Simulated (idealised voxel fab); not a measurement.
Module name: voxel ribs on slabs (process module)
Pictured: cross-section cut, 270 nm wide, on a grid of 5 nm square cells.
Think of the cross-section as a grid of square cells. We describe it in bands, top to bottom, and each band covers one or more rows of those cells.
It is stipulated that each band's entry specify, in nanometres, the height of the top of the band and then that of its bottom, followed by the materials of the band in left-to-right sequence, each together with its width in nanometres. A single material marked by the word "all across" is understood to fill the band from edge to edge; the word "air" is understood to denote empty space.
Heights are expressed relative to 0, this being the level below which the as-received wafer comprises one material exclusively. The lowest band is unbounded in the downward direction and is denoted as in "0 -> down".
Width "30 to 40": first value at the band's top row of cells, second value at its bottom row, equal change from row to row.
"remained unchanged" means the step left every cell of the cross-section as it was.
Look at "Fully enclosed voids" for the closed voids: empty spaces with no open path to the top, sized 8 cells or up. Each is width x height at distance, distance from the left edge, all nm.
Past the settings on a step's line: simulator remark, on that step.
overlay nm: right-of-plan distance of the mask on a masked step; negative values mean left-of-plan.
Pairs ahead. Before: cross-section ahead of one process step. After: cross-section once the step is done, shown to the lowest changed band only. Under each pair: that step, with settings. Caution: pairs may come from different runs of this module on the same starting wafer; a pair follows the pair above only where its "Structure before processing" entry says so.

Structure before processing
* 0 -> down: Si all across
* Fully enclosed voids: none

Post-Step Cross-Section
* 25 -> 0: SiO2 all across
* below 0: unchanged
* Fully enclosed voids: none
Process step separating the two views above: DIRECTIONAL_DEP with material SiO2, thk nm 25

Structure before processing: the cross-section after the pair above

Post-Step Cross-Section
* 40 -> 25: polySi all across
* below 25: unchanged
* Fully enclosed voids: none
Process step separating the two views above: DIRECTIONAL_DEP with material polySi, thk nm 15

Structure before processing: the cross-section after the pair above

Post-Step Cross-Section
* 55 -> 40: aC all across
* below 40: unchanged
* Fully enclosed voids: none
Process step separating the two views above: DIRECTIONAL_DEP with material aC, thk nm 15

Structure before processing: the cross-section after the pair above

Post-Step Cross-Section
* 85 -> 55: air 125; resist 20; air 125
* below 55: unchanged
* Fully enclosed voids: none
Process step separating the two views above: PATTERN with tone cover, mask id RIB, material resist, width nm 20, thk nm 30, overlay nm 0

Structure before processing: the cross-section after the pair above

Post-Step Cross-Section
* 70 -> 55: air 125; resist 20; air 125
* 55 -> 40: air 125; aC 20; air 125
* below 40: unchanged
* Fully enclosed voids: none
Process step separating the two views above: DIRECTIONAL_ETCH with etch materials aC, depth nm 15

Structure before processing: the cross-section after the pair above

Post-Step Cross-Section
* 55 -> 40: air 125; aC 20; air 125
* below 40: unchanged
* Fully enclosed voids: none
Process step separating the two views above: STRIP with etch materials resist

Structure before processing: the cross-section after the pair above

Post-Step Cross-Section
* 55 -> 40: air 125; aC 20; air 125
* 40 -> 30: air 125; polySi 20; air 125
* below 30: unchanged
* Fully enclosed voids: none
Process step separating the two views above: DIRECTIONAL_ETCH with etch materials polySi, depth nm 10

Structure before processing: the cross-section after the pair above

Post-Step Cross-Section
* 40 -> 30: air 125; polySi 20; air 125
* below 30: unchanged
* Fully enclosed voids: none
Process step separating the two views above: STRIP with etch materials aC

Structure before processing: the cross-section after the pair above

Post-Step Cross-Section
* 40 -> 30: air 125; polySi 20; air 125
* 30 -> 25: air 110; polySi 50; air 110
* below 25: unchanged
* Fully enclosed voids: none
Process step separating the two views above: MASKED_ETCH with tone cover, mask id SLAB, width nm 50, etch materials polySi, depth nm 5, overlay nm 0

Structure before processing: the cross-section after the pair above

Post-Step Cross-Section
* 65 -> 40: SiO2 all across
* 40 -> 30: SiO2 125; polySi 20; SiO2 125
* 30 -> 25: SiO2 110; polySi 50; SiO2 110
* below 25: unchanged
* Fully enclosed voids: none
Process step separating the two views above: FILL_DEP with material SiO2, thk nm 25

Structure before processing: the cross-section after the pair above

Post-Step Cross-Section
* 55 -> 40: SiO2 all across
* below 40: unchanged
* Fully enclosed voids: none
Process step separating the two views above: CMP with height nm 55

Structure before processing: the cross-section after the pair above

Post-Step Cross-Section
* 60 -> 55: W all across
* below 55: unchanged
* Fully enclosed voids: none
Process step separating the two views above: DIRECTIONAL_DEP with material W, thk nm 5

Structure before processing: the cross-section after the pair above

Post-Step Cross-Section
* 70 -> 60: aC all across
* below 60: unchanged
* Fully enclosed voids: none
Process step separating the two views above: DIRECTIONAL_DEP with material aC, thk nm 10

Structure before processing: the cross-section after the pair above

Post-Step Cross-Section
* 95 -> 70: air 120; resist 30; air 120
* below 70: unchanged
* Fully enclosed voids: none
Process step separating the two views above: PATTERN with tone cover, mask id HEATER, material resist, width nm 30, thk nm 25, overlay nm 0

Structure before processing: the cross-section after the pair above

Post-Step Cross-Section
* 85 -> 70: air 120; resist 30; air 120
* 70 -> 60: air 120; aC 30; air 120
* below 60: unchanged
* Fully enclosed voids: none
Process step separating the two views above: DIRECTIONAL_ETCH with etch materials aC, depth nm 10

Structure before processing: the cross-section after the pair above

Post-Step Cross-Section
* 70 -> 60: air 120; aC 30; air 120
* below 60: unchanged
* Fully enclosed voids: none
Process step separating the two views above: STRIP with etch materials resist

Structure before processing: the cross-section after the pair above

Post-Step Cross-Section
* 70 -> 60: air 120; aC 30; air 120
* 60 -> 55: air 120; W 30; air 120
* below 55: unchanged
* Fully enclosed voids: none
Process step separating the two views above: DIRECTIONAL_ETCH with etch materials W, depth nm 5

Structure before processing: the cross-section after the pair above

Post-Step Cross-Section
* 60 -> 55: air 120; W 30; air 120
* below 55: unchanged
* Fully enclosed voids: none
Process step separating the two views above: STRIP with etch materials aC

Structure before processing: the cross-section after the pair above

Post-Step Cross-Section
* 70 -> 65: air 110; SiN 50; air 110
* 65 -> 60: SiN all across
* 60 -> 55: SiN 120; W 30; SiN 120
* below 55: unchanged
* Fully enclosed voids: none
Process step separating the two views above: CONFORMAL_DEP with material SiN, thk nm 10

Structure before processing
* 40 -> 25: polySi all across
* 25 -> 0: SiO2 all across
* 0 -> down: Si all across
* Fully enclosed voids: none

Post-Step Cross-Section
* 55 -> 25: polySi all across
* below 25: unchanged
* Fully enclosed voids: none
Process step separating the two views above: DIRECTIONAL_DEP with material polySi, thk nm 15

Structure before processing: the cross-section after the pair above

Post-Step Cross-Section
* 70 -> 55: aC all across
* below 55: unchanged
* Fully enclosed voids: none
Process step separating the two views above: DIRECTIONAL_DEP with material aC, thk nm 15

Structure before processing: the cross-section after the pair above

Post-Step Cross-Section
* 100 -> 70: air 125; resist 20; air 125
* below 70: unchanged
* Fully enclosed voids: none
Process step separating the two views above: PATTERN with tone cover, mask id RIB, material resist, width nm 20, thk nm 30, overlay nm 0

Structure before processing: the cross-section after the pair above

Post-Step Cross-Section
* 85 -> 70: air 125; resist 20; air 125
* 70 -> 55: air 125; aC 20; air 125
* below 55: unchanged
* Fully enclosed voids: none
Process step separating the two views above: DIRECTIONAL_ETCH with etch materials aC, depth nm 15

Structure before processing: the cross-section after the pair above

Post-Step Cross-Section
* 70 -> 55: air 125; aC 20; air 125
* below 55: unchanged
* Fully enclosed voids: none
Process step separating the two views above: STRIP with etch materials resist

Structure before processing: the cross-section after the pair above

Post-Step Cross-Section
* 70 -> 55: air 125; aC 20; air 125
* 55 -> 45: air 125; polySi 20; air 125
* below 45: unchanged
* Fully enclosed voids: none
Process step separating the two views above: DIRECTIONAL_ETCH with etch materials polySi, depth nm 10

Structure before processing: the cross-section after the pair above

Post-Step Cross-Section
* 55 -> 45: air 125; polySi 20; air 125
* below 45: unchanged
* Fully enclosed voids: none
Process step separating the two views above: STRIP with etch materials aC

Structure before processing: the cross-section after the pair above

Post-Step Cross-Section
* 55 -> 45: air 125; polySi 20; air 125
* 45 -> 40: air 110; polySi 50; air 110
* below 40: unchanged
* Fully enclosed voids: none
Process step separating the two views above: MASKED_ETCH with tone cover, mask id SLAB, width nm 50, etch materials polySi, depth nm 5, overlay nm 0

Structure before processing: the cross-section after the pair above

Post-Step Cross-Section
* 80 -> 55: SiO2 all across
* 55 -> 45: SiO2 125; polySi 20; SiO2 125
* 45 -> 40: SiO2 110; polySi 50; SiO2 110
* below 40: unchanged
* Fully enclosed voids: none
Process step separating the two views above: FILL_DEP with material SiO2, thk nm 25

Structure before processing: the cross-section after the pair above

Post-Step Cross-Section
* 55 -> 45: SiO2 125; polySi 20; SiO2 125
* below 45: unchanged
* Fully enclosed voids: none
Process step separating the two views above: CMP with height nm 55

Structure before processing: the cross-section after the pair above

Post-Step Cross-Section
* 60 -> 55: W all across
* below 55: unchanged
* Fully enclosed voids: none
Process step separating the two views above: DIRECTIONAL_DEP with material W, thk nm 5

Structure before processing: the cross-section after the pair above

Post-Step Cross-Section
* 70 -> 60: aC all across
* below 60: unchanged
* Fully enclosed voids: none
Process step separating the two views above: DIRECTIONAL_DEP with material aC, thk nm 10

Structure before processing: the cross-section after the pair above

Post-Step Cross-Section
* 95 -> 70: air 120; resist 30; air 120
* below 70: unchanged
* Fully enclosed voids: none
Process step separating the two views above: PATTERN with tone cover, mask id HEATER, material resist, width nm 30, thk nm 25, overlay nm 0

Structure before processing: the cross-section after the pair above

Post-Step Cross-Section
* 85 -> 70: air 120; resist 30; air 120
* 70 -> 60: air 120; aC 30; air 120
* below 60: unchanged
* Fully enclosed voids: none
Process step separating the two views above: DIRECTIONAL_ETCH with etch materials aC, depth nm 10

Structure before processing: the cross-section after the pair above

Post-Step Cross-Section
* 70 -> 60: air 120; aC 30; air 120
* below 60: unchanged
* Fully enclosed voids: none
Process step separating the two views above: STRIP with etch materials resist

Structure before processing: the cross-section after the pair above

Post-Step Cross-Section
* 70 -> 60: air 120; aC 30; air 120
* 60 -> 55: air 120; W 30; air 120
* below 55: unchanged
* Fully enclosed voids: none
Process step separating the two views above: DIRECTIONAL_ETCH with etch materials W, depth nm 5

Structure before processing: the cross-section after the pair above

Post-Step Cross-Section
* 60 -> 55: air 120; W 30; air 120
* below 55: unchanged
* Fully enclosed voids: none
Process step separating the two views above: STRIP with etch materials aC

Structure before processing: the cross-section after the pair above

Post-Step Cross-Section
* 70 -> 65: air 110; SiN 50; air 110
* 65 -> 60: SiN all across
* 60 -> 55: SiN 120; W 30; SiN 120
* below 55: unchanged
* Fully enclosed voids: none
Process step separating the two views above: CONFORMAL_DEP with material SiN, thk nm 10

Structure before processing
* 25 -> 0: SiO2 all across
* 0 -> down: Si all across
* Fully enclosed voids: none

Post-Step Cross-Section
* 40 -> 25: aC all across
* below 25: unchanged
* Fully enclosed voids: none
Process step separating the two views above: DIRECTIONAL_DEP with material aC, thk nm 15

Structure before processing: the cross-section after the pair above

Post-Step Cross-Section
* 55 -> 40: polySi all across
* below 40: unchanged
* Fully enclosed voids: none
Process step separating the two views above: DIRECTIONAL_DEP with material polySi, thk nm 15

Structure before processing: the cross-section after the pair above

Post-Step Cross-Section
* 85 -> 55: air 125; resist 20; air 125
* below 55: unchanged
* Fully enclosed voids: none
Process step separating the two views above: PATTERN with tone cover, mask id RIB, material resist, width nm 20, thk nm 30, overlay nm 0

Structure before processing: the cross-section after the pair above

Post-Step Cross-Section
* 70 -> 55: air 125; resist 20; air 125
* below 55: unchanged
* Fully enclosed voids: none
Process step separating the two views above: DIRECTIONAL_ETCH with etch materials aC, depth nm 15

Structure before processing: the cross-section after the pair above

Post-Step Cross-Section
* 55 -> 40: polySi all across
* below 40: unchanged
* Fully enclosed voids: none
Process step separating the two views above: STRIP with etch materials resist

Structure before processing: the cross-section after the pair above

Post-Step Cross-Section
* 45 -> 40: polySi all across
* below 40: unchanged
* Fully enclosed voids: none
Process step separating the two views above: DIRECTIONAL_ETCH with etch materials polySi, depth nm 10

Structure before processing: the cross-section after the pair above

Post-Step Cross-Section
* 45 -> 40: air 110; polySi 50; air 110
* below 40: unchanged
* Fully enclosed voids: none
Process step separating the two views above: MASKED_ETCH with tone cover, mask id SLAB, width nm 50, etch materials polySi, depth nm 5, overlay nm 0

Structure before processing: the cross-section after the pair above

Post-Step Cross-Section
* 70 -> 45: SiO2 all across
* 45 -> 40: SiO2 110; polySi 50; SiO2 110
* below 40: unchanged
* Fully enclosed voids: none
Process step separating the two views above: FILL_DEP with material SiO2, thk nm 25

Structure before processing: the cross-section after the pair above

Post-Step Cross-Section
* 55 -> 45: SiO2 all across
* below 45: unchanged
* Fully enclosed voids: none
Process step separating the two views above: CMP with height nm 55

Structure before processing: the cross-section after the pair above

Post-Step Cross-Section
* 60 -> 55: W all across
* below 55: unchanged
* Fully enclosed voids: none
Process step separating the two views above: DIRECTIONAL_DEP with material W, thk nm 5

Structure before processing: the cross-section after the pair above

Post-Step Cross-Section
* 70 -> 60: aC all across
* below 60: unchanged
* Fully enclosed voids: none
Process step separating the two views above: DIRECTIONAL_DEP with material aC, thk nm 10

Structure before processing: the cross-section after the pair above

Post-Step Cross-Section
* 95 -> 70: air 120; resist 30; air 120
* below 70: unchanged
* Fully enclosed voids: none
Process step separating the two views above: PATTERN with tone cover, mask id HEATER, material resist, width nm 30, thk nm 25, overlay nm 0

Structure before processing: the cross-section after the pair above

Post-Step Cross-Section
* 85 -> 70: air 120; resist 30; air 120
* 70 -> 60: air 120; aC 30; air 120
* below 60: unchanged
* Fully enclosed voids: none
Process step separating the two views above: DIRECTIONAL_ETCH with etch materials aC, depth nm 10

Structure before processing: the cross-section after the pair above

Post-Step Cross-Section
* 70 -> 60: air 120; aC 30; air 120
* below 60: unchanged
* Fully enclosed voids: none
Process step separating the two views above: STRIP with etch materials resist

Structure before processing: the cross-section after the pair above

Post-Step Cross-Section
* 70 -> 60: air 120; aC 30; air 120
* 60 -> 55: air 120; W 30; air 120
* below 55: unchanged
* Fully enclosed voids: none
Process step separating the two views above: DIRECTIONAL_ETCH with etch materials W, depth nm 5

Structure before processing: the cross-section after the pair above

Post-Step Cross-Section
* 60 -> 55: air 120; W 30; air 120
* below 55: unchanged
* Fully enclosed voids: none
Process step separating the two views above: STRIP with etch materials aC

Structure before processing: the cross-section after the pair above

Post-Step Cross-Section
* 70 -> 65: air 110; SiN 50; air 110
* 65 -> 60: SiN all across
* 60 -> 55: SiN 120; W 30; SiN 120
* below 55: unchanged
* Fully enclosed voids: none
Process step separating the two views above: CONFORMAL_DEP with material SiN, thk nm 10

Structure before processing
* 25 -> 0: SiO2 all across
* 0 -> down: Si all across
* Fully enclosed voids: none

Post-Step Cross-Section
* 30 -> 25: polySi all across
* below 25: unchanged
* Fully enclosed voids: none
Process step separating the two views above: DIRECTIONAL_DEP with material polySi, thk nm 5

Structure before processing: the cross-section after the pair above

Post-Step Cross-Section
* 45 -> 30: aC all across
* below 30: unchanged
* Fully enclosed voids: none
Process step separating the two views above: DIRECTIONAL_DEP with material aC, thk nm 15

Structure before processing: the cross-section after the pair above

Post-Step Cross-Section
* 75 -> 45: air 125; resist 20; air 125
* below 45: unchanged
* Fully enclosed voids: none
Process step separating the two views above: PATTERN with tone cover, mask id RIB, material resist, width nm 20, thk nm 30, overlay nm 0

Structure before processing: the cross-section after the pair above

Post-Step Cross-Section
* 60 -> 45: air 125; resist 20; air 125
* 45 -> 30: air 125; aC 20; air 125
* below 30: unchanged
* Fully enclosed voids: none
Process step separating the two views above: DIRECTIONAL_ETCH with etch materials aC, depth nm 15

Structure before processing: the cross-section after the pair above

Post-Step Cross-Section
* 45 -> 30: air 125; aC 20; air 125
* below 30: unchanged
* Fully enclosed voids: none
Process step separating the two views above: STRIP with etch materials resist

Structure before processing: the cross-section after the pair above

Post-Step Cross-Section
* 45 -> 30: air 125; aC 20; air 125
* 30 -> 25: air 125; polySi 20; air 125
* below 25: unchanged
* Fully enclosed voids: none
Process step separating the two views above: DIRECTIONAL_ETCH with etch materials polySi, depth nm 10

Structure before processing: the cross-section after the pair above

Post-Step Cross-Section
* 30 -> 25: air 125; polySi 20; air 125
* below 25: unchanged
* Fully enclosed voids: none
Process step separating the two views above: STRIP with etch materials aC

Structure before processing: the cross-section after the pair above

Post-Step Cross-Section
* 55 -> 30: SiO2 all across
* 30 -> 25: SiO2 125; polySi 20; SiO2 125
* below 25: unchanged
* Fully enclosed voids: none
Process step separating the two views above: FILL_DEP with material SiO2, thk nm 25

Structure before processing: the cross-section after the pair above

Post-Step Cross-Section
* 60 -> 55: W all across
* below 55: unchanged
* Fully enclosed voids: none
Process step separating the two views above: DIRECTIONAL_DEP with material W, thk nm 5

Structure before processing: the cross-section after the pair above

Post-Step Cross-Section
* 70 -> 60: aC all across
* below 60: unchanged
* Fully enclosed voids: none
Process step separating the two views above: DIRECTIONAL_DEP with material aC, thk nm 10

Structure before processing: the cross-section after the pair above

Post-Step Cross-Section
* 95 -> 70: air 120; resist 30; air 120
* below 70: unchanged
* Fully enclosed voids: none
Process step separating the two views above: PATTERN with tone cover, mask id HEATER, material resist, width nm 30, thk nm 25, overlay nm 0

Structure before processing: the cross-section after the pair above

Post-Step Cross-Section
* 85 -> 70: air 120; resist 30; air 120
* 70 -> 60: air 120; aC 30; air 120
* below 60: unchanged
* Fully enclosed voids: none
Process step separating the two views above: DIRECTIONAL_ETCH with etch materials aC, depth nm 10

Structure before processing: the cross-section after the pair above

Post-Step Cross-Section
* 70 -> 60: air 120; aC 30; air 120
* below 60: unchanged
* Fully enclosed voids: none
Process step separating the two views above: STRIP with etch materials resist

Structure before processing: the cross-section after the pair above

Post-Step Cross-Section
* 70 -> 60: air 120; aC 30; air 120
* 60 -> 55: air 120; W 30; air 120
* below 55: unchanged
* Fully enclosed voids: none
Process step separating the two views above: DIRECTIONAL_ETCH with etch materials W, depth nm 5

Structure before processing: the cross-section after the pair above

Post-Step Cross-Section
* 60 -> 55: air 120; W 30; air 120
* below 55: unchanged
* Fully enclosed voids: none
Process step separating the two views above: STRIP with etch materials aC

Structure before processing: the cross-section after the pair above

Post-Step Cross-Section
* 70 -> 65: air 110; SiN 50; air 110
* 65 -> 60: SiN all across
* 60 -> 55: SiN 120; W 30; SiN 120
* below 55: unchanged
* Fully enclosed voids: none
Process step separating the two views above: CONFORMAL_DEP with material SiN, thk nm 10

Structure before processing
* 70 -> 60: aC all across
* 60 -> 55: W all across
* 55 -> 40: SiO2 all across
* 40 -> 30: SiO2 125; polySi 20; SiO2 125
* 30 -> 25: SiO2 110; polySi 50; SiO2 110
* 25 -> 0: SiO2 all across
* 0 -> down: Si all across
* Fully enclosed voids: none

Post-Step Cross-Section
* 95 -> 70: air 115; resist 40; air 115
* below 70: unchanged
* Fully enclosed voids: none
Process step separating the two views above: PATTERN with tone cover, mask id HEATER, material resist, width nm 40, thk nm 25, overlay nm 0

Structure before processing: the cross-section after the pair above

Post-Step Cross-Section
* 85 -> 70: air 115; resist 40; air 115
* 70 -> 60: air 115; aC 40; air 115
* below 60: unchanged
* Fully enclosed voids: none
Process step separating the two views above: DIRECTIONAL_ETCH with etch materials aC, depth nm 10

Structure before processing: the cross-section after the pair above

Post-Step Cross-Section
* 70 -> 60: air 115; aC 40; air 115
* below 60: unchanged
* Fully enclosed voids: none
Process step separating the two views above: STRIP with etch materials resist

Structure before processing: the cross-section after the pair above

Post-Step Cross-Section
* 70 -> 60: air 115; aC 40; air 115
* 60 -> 55: air 115; W 40; air 115
* below 55: unchanged
* Fully enclosed voids: none
Process step separating the two views above: DIRECTIONAL_ETCH with etch materials W, depth nm 5

Structure before processing: the cross-section after the pair above

Post-Step Cross-Section
* 60 -> 55: air 115; W 40; air 115
* below 55: unchanged
* Fully enclosed voids: none
Process step separating the two views above: STRIP with etch materials aC

Structure before processing: the cross-section after the pair above

Post-Step Cross-Section
* 70 -> 65: air 105; SiN 60; air 105
* 65 -> 60: SiN all across
* 60 -> 55: SiN 115; W 40; SiN 115
* below 55: unchanged
* Fully enclosed voids: none
Process step separating the two views above: CONFORMAL_DEP with material SiN, thk nm 10

Structure before processing
* 70 -> 60: aC all across
* 60 -> 55: W all across
* 55 -> 40: SiO2 all across
* 40 -> 30: SiO2 125; polySi 20; SiO2 125
* 30 -> 25: SiO2 110; polySi 50; SiO2 110
* 25 -> 0: SiO2 all across
* 0 -> down: Si all across
* Fully enclosed voids: none

Post-Step Cross-Section
* 95 -> 70: air 110; resist 30; air 130
* below 70: unchanged
* Fully enclosed voids: none
Process step separating the two views above: PATTERN with tone cover, mask id HEATER, material resist, width nm 30, thk nm 25, overlay nm -10

Structure before processing: the cross-section after the pair above

Post-Step Cross-Section
* 85 -> 70: air 110; resist 30; air 130
* 70 -> 60: air 110; aC 30; air 130
* below 60: unchanged
* Fully enclosed voids: none
Process step separating the two views above: DIRECTIONAL_ETCH with etch materials aC, depth nm 10

Structure before processing: the cross-section after the pair above

Post-Step Cross-Section
* 70 -> 60: air 110; aC 30; air 130
* below 60: unchanged
* Fully enclosed voids: none
Process step separating the two views above: STRIP with etch materials resist

Structure before processing: the cross-section after the pair above

Post-Step Cross-Section
* 70 -> 60: air 110; aC 30; air 130
* 60 -> 55: air 110; W 30; air 130
* below 55: unchanged
* Fully enclosed voids: none
Process step separating the two views above: DIRECTIONAL_ETCH with etch materials W, depth nm 5

Structure before processing: the cross-section after the pair above

Post-Step Cross-Section
* 60 -> 55: air 110; W 30; air 130
* below 55: unchanged
* Fully enclosed voids: none
Process step separating the two views above: STRIP with etch materials aC

Structure before processing: the cross-section after the pair above

Post-Step Cross-Section
* 70 -> 65: air 100; SiN 50; air 120
* 65 -> 60: SiN all across
* 60 -> 55: SiN 110; W 30; SiN 130
* below 55: unchanged
* Fully enclosed voids: none
Process step separating the two views above: CONFORMAL_DEP with material SiN, thk nm 10

Structure before processing
* 70 -> 60: air 120; aC 30; air 120
* 60 -> 55: air 120; W 30; air 120
* 55 -> 40: SiO2 all across
* 40 -> 30: SiO2 125; polySi 20; SiO2 125
* 30 -> 25: SiO2 110; polySi 50; SiO2 110
* 25 -> 0: SiO2 all across
* 0 -> down: Si all across
* Fully enclosed voids: none

Post-Step Cross-Section
* 0 -> down: Si all across
* Fully enclosed voids: none
Process step separating the two views above: STRIP with etch materials SiO2

Structure before processing: the cross-section after the pair above

Post-Step Cross-Section
* 10 -> 0: SiN all across
* below 0: unchanged
* Fully enclosed voids: none
Process step separating the two views above: CONFORMAL_DEP with material SiN, thk nm 10

Structure before processing
* 70 -> 60: aC all across
* 60 -> 55: W all across
* 55 -> 40: SiO2 all across
* 40 -> 30: SiO2 125; polySi 20; SiO2 125
* 30 -> 25: SiO2 110; polySi 50; SiO2 110
* 25 -> 0: SiO2 all across
* 0 -> down: Si all across
* Fully enclosed voids: none

Post-Step Cross-Section
* 95 -> 70: resist 120; air 30; resist 120
* below 70: unchanged
* Fully enclosed voids: none
Process step separating the two views above: PATTERN with tone open, mask id HEATER, material resist, width nm 30, thk nm 25, overlay nm 0

Structure before processing: the cross-section after the pair above

Post-Step Cross-Section
* 85 -> 70: resist 120; air 30; resist 120
* 70 -> 60: aC 120; air 30; aC 120
* below 60: unchanged
* Fully enclosed voids: none
Process step separating the two views above: DIRECTIONAL_ETCH with etch materials aC, depth nm 10

Structure before processing: the cross-section after the pair above

Post-Step Cross-Section
* 70 -> 60: aC 120; air 30; aC 120
* below 60: unchanged
* Fully enclosed voids: none
Process step separating the two views above: STRIP with etch materials resist

Structure before processing: the cross-section after the pair above

Post-Step Cross-Section
* 70 -> 60: aC 120; air 30; aC 120
* 60 -> 55: W 120; air 30; W 120
* below 55: unchanged
* Fully enclosed voids: none
Process step separating the two views above: DIRECTIONAL_ETCH with etch materials W, depth nm 5

Structure before processing: the cross-section after the pair above

Post-Step Cross-Section
* 60 -> 55: W 120; air 30; W 120
* below 55: unchanged
* Fully enclosed voids: none
Process step separating the two views above: STRIP with etch materials aC

Structure before processing: the cross-section after the pair above

Post-Step Cross-Section
* 70 -> 65: SiN 130; air 10; SiN 130
* 65 -> 60: SiN all across
* 60 -> 55: W 120; SiN 30; W 120
* below 55: unchanged
* Fully enclosed voids: none
Process step separating the two views above: CONFORMAL_DEP with material SiN, thk nm 10
